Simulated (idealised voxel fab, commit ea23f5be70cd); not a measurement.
Herein follows the process module entitled voxel gate over fins.
Cross-section cut spans 230 nm and uses square cells 5 nm in size.
Cross-section = grid of square cells, listed top down in bands; band = one or more rows. For a band, the entry starts with two heights in nm, that of the top and then that of the bottom, and carries on with the band's materials in order from left to right, each alongside its width in nm; the word "throughout" beside a single material means it fills the band edge to edge, and "blank" means empty space. For the purposes of this specification, 0 denotes the height below which the wafer in its as-received condition is composed wholly of one material, and the lowermost band, lacking a lower limit, extends downward without end, as expressed in "0 nm and below". Note: "30->40" means the width goes from the first number (top row of the band) to the second number (bottom row) in equal steps per row of cells. The designation "nothing got changed", where it is given for a processing step, indicates that no cell of the cross-section was altered in the course of that step. Empty spaces counting at least 8 cells and having no open way to the top are listed in "Unvented cavities". The notation width x height at distance is used for each, the distance being from the left edge and all three values in nm. Heads up: the bit after the settings on a step's line is the simulator's remark on that step. The line of a step may include "overlay nm". On a step with a mask, this value is how far to the right of its planned place the mask lay. A negative value means the mask lay to the left.

THE PLANNED PROCESS STEPS ARE ENUMERATED HEREUNDER
| 1 | RECEIVE, material Si |
| 2 | CONFORMAL_DEP, material SiN, thk nm 5 |
| 3 | DIRECTIONAL_DEP, material aC, thk nm 15 |
| 4 | PATTERN, tone cover, mask id FINS, material resist, width nm 15, pitch nm 45, thk nm 30, overlay nm 0 |
| 5 | DIRECTIONAL_ETCH, etch materials aC, depth nm 15 |
| 6 | STRIP, etch materials resist |
| 7 | DIRECTIONAL_ETCH, etch materials SiN, depth nm 5 |
| 8 | DIRECTIONAL_ETCH, etch materials Si, depth nm 40 |
| 9 | STRIP, etch materials aC |
| 10 | OXIDIZE, depth nm 5 |
| 11 | FILL_DEP, material SiO2, thk nm 15 |
| 12 | CMP, height nm 5 |
| 13 | SELECTIVE_ETCH, etch materials SiO2, depth nm 15 |
| 14 | STRIP, etch materials SiN |
| 15 | CONFORMAL_DEP, material HfO2, thk nm 5 |
| 16 | CONFORMAL_DEP, material TiN, thk nm 5 |
| 17 | CONFORMAL_DEP, material TiAl, thk nm 5 |
| 18 | CONFORMAL_DEP, material TiN, thk nm 5 |
| 19 | FILL_DEP, material W, thk nm 10 |
| 20 | CMP, height nm 25 |
| 21 | CONFORMAL_DEP, material SiN, thk nm 10 |

WAFER AT RECEIPT (POST STEP 1), CROSS-SECTION
* 0 nm and below  Si throughout
* Unvented cavities: none

THE FIRST OF TWO WAFERS, CROSS-SECTIONED AT THE END OF THE MODULE, WITH THE RUN PROCEEDING AS PLANNED
* 35 nm to 25 nm  SiN throughout
* 25 nm to 20 nm  W throughout
* 20 nm to 15 nm  W=25, then TiN=180, then W=25
* 15 nm to 10 nm  W=25, then TiN=5, then TiAl=35, then TiN=10, then TiAl=35, then TiN=10, then TiAl=35, then TiN=10, then TiAl=35, then TiN=5, then W=25
* 10 nm to 5 nm  TiN=30, then TiAl=5, then TiN=25, then TiAl=5, then TiN=10, then TiAl=5, then TiN=25, then TiAl=5, then TiN=10, then TiAl=5, then TiN=25, then TiAl=5, then TiN=10, then TiAl=5, then TiN=25, then TiAl=5, then TiN=30
* 5 nm to 0 nm  TiAl=35, then TiN=5, then HfO2=15, then TiN=5, then TiAl=20, then TiN=5, then HfO2=15, then TiN=5, then TiAl=20, then TiN=5, then HfO2=15, then TiN=5, then TiAl=20, then TiN=5, then HfO2=15, then TiN=5, then TiAl=35
* 0 nm to -5 nm  TiN=40, then HfO2=5, then Si=5, then HfO2=5, then TiN=30, then HfO2=5, then Si=5, then HfO2=5, then TiN=30, then HfO2=5, then Si=5, then HfO2=5, then TiN=30, then HfO2=5, then Si=5, then HfO2=5, then TiN=40
* -5 nm to -10 nm  HfO2=45, then Si=5, then HfO2=40, then Si=5, then HfO2=40, then Si=5, then HfO2=40, then Si=5, then HfO2=45
* -10 nm to -45 nm  SiO2=45, then Si=5, then SiO2=40, then Si=5, then SiO2=40, then Si=5, then SiO2=40, then Si=5, then SiO2=45
* -45 nm and below  Si throughout
* Unvented cavities: none

CROSS-SECTION, SECOND WAFER: SAME START AS THE FIRST, SAME PLAN AS THE FIRST, ONE MISTAKE IN RUNNING IT; TAKEN AT THE END OF THE MODULE
* 35 nm to 25 nm  SiN throughout
* 25 nm to 20 nm  W throughout
* 20 nm to 15 nm  W=25, then TiN=180, then W=25
* 15 nm to 10 nm  W=25, then TiN=5, then TiAl=35, then TiN=10, then TiAl=35, then TiN=10, then TiAl=35, then TiN=10, then TiAl=35, then TiN=5, then W=25
* 10 nm to 5 nm  TiN=30, then TiAl=5, then HfO2=25, then TiAl=5, then TiN=10, then TiAl=5, then HfO2=25, then TiAl=5, then TiN=10, then TiAl=5, then HfO2=25, then TiAl=5, then TiN=10, then TiAl=5, then HfO2=25, then TiAl=5, then TiN=30
* 5 nm to 0 nm  TiAl=35, then HfO2=5, then TiN=15, then HfO2=5, then TiAl=20, then HfO2=5, then TiN=15, then HfO2=5, then TiAl=20, then HfO2=5, then TiN=15, then HfO2=5, then TiAl=20, then HfO2=5, then TiN=15, then HfO2=5, then TiAl=35
* 0 nm to -5 nm  HfO2=40, then TiN=5, then Si=5, then TiN=5, then HfO2=30, then TiN=5, then Si=5, then TiN=5, then HfO2=30, then TiN=5, then Si=5, then TiN=5, then HfO2=30, then TiN=5, then Si=5, then TiN=5, then HfO2=40
* -5 nm to -10 nm  TiN=45, then Si=5, then TiN=40, then Si=5, then TiN=40, then Si=5, then TiN=40, then Si=5, then TiN=45
* -10 nm to -45 nm  SiO2=45, then Si=5, then SiO2=40, then Si=5, then SiO2=40, then Si=5, then SiO2=40, then Si=5, then SiO2=45
* -45 nm and below  Si throughout
* Unvented cavities: none
Which mistake was made when the wafer was run? contrary to the plan, steps 15 and 16 were processed in exchanged order
at the end the second wafer has, in cells: as many of each material as the first, in other places
